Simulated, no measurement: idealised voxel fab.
process module | voxel self aligned contacts
cross-section cut | 235 nm wide | cells 5 nm
A cross-section is a grid of square cells, given in bands from the top down. A band is one or more rows of cells.
Each band's line starts with the height of the band's top and of its bottom, in nm. Then come its materials from left to right, each with its width in nm. One material with "throughout" fills the band from edge to edge. "air" is empty space.
Height 0 is the level under which the wafer as received is all one material. The lowest band goes on downwards, as in "0 down".
A width such as "30 to 40" changes by the same amount from each row of cells to the next, from the band's top row to its bottom row.
"no change" after a step means that no cell of the cross-section changed.
closed voids: empty space of 8 cells or more with no open way to the top, each as width x height at its distance from the left edge, in nm
after a step's settings: what the simulator itself notes on the step
overlay nm, on a step with a mask: how far to the right of its planned place the mask lay; to the left if negative
plan
1 op RECEIVE | material Si
2 op OXIDIZE | depth nm 5
3 op DIRECTIONAL_DEP | material polySi | thk nm 30
4 op DIRECTIONAL_DEP | material SiN | thk nm 20
5 op PATTERN | tone cover | mask id GATE | material resist | width nm 30 | pitch nm 70 | thk nm 15 | overlay nm -15
6 op DIRECTIONAL_ETCH | etch materials SiN | depth nm 20
7 op DIRECTIONAL_ETCH | etch materials polySi | depth nm 30
8 op STRIP | etch materials resist
9 op CONFORMAL_DEP | material SiN | thk nm 10
10 op DIRECTIONAL_ETCH | etch materials SiN | depth nm 10
11 op FILL_DEP | material SiO2 | thk nm 20
12 op CMP | height nm 60
13 op DIRECTIONAL_DEP | material aC | thk nm 15
14 op PATTERN | tone open | mask id CONTACT | material resist | width nm 50 | pitch nm 70 | thk nm 30 | overlay nm 0
15 op DIRECTIONAL_ETCH | etch materials aC | depth nm 15
16 op STRIP | etch materials resist
17 op DIRECTIONAL_ETCH | etch materials SiO2 | depth nm 65
18 op STRIP | etch materials aC
19 op CONFORMAL_DEP | material TiN | thk nm 5
20 op FILL_DEP | material W | thk nm 5
21 op CMP | height nm 60
22 op CONFORMAL_DEP | material SiCN | thk nm 5
varied across the wafers: overlay nm of step 5. The plan shows the first wafer's value. All wafers start alike
first wafer as received, after step 1
  0 down: Si throughout
  closed voids: none
each wafer at the end: cells of each material gained (+) or lost (-) since it was received, then its closed voids
overlay nm -15 | -47 Si | +47 SiCN | +192 SiN | +183 SiO2 | +68 TiN | +60 W | +108 polySi | closed voids: none
overlay nm -10 | -47 Si | +47 SiCN | +192 SiN | +183 SiO2 | +68 TiN | +60 W | +108 polySi | closed voids: none
overlay nm -5 | -47 Si | +47 SiCN | +192 SiN | +183 SiO2 | +68 TiN | +60 W | +108 polySi | closed voids: none
overlay nm 0 | -47 Si | +47 SiCN | +192 SiN | +183 SiO2 | +68 TiN | +60 W | +108 polySi | closed voids: none
overlay nm 5 | -47 Si | +47 SiCN | +192 SiN | +183 SiO2 | +68 TiN | +60 W | +108 polySi | closed voids: none
overlay nm 10 | -47 Si | +47 SiCN | +192 SiN | +183 SiO2 | +68 TiN | +60 W | +108 polySi | closed voids: none
overlay nm 15 | -47 Si | +47 SiCN | +192 SiN | +183 SiO2 | +68 TiN | +60 W | +108 polySi | closed voids: none
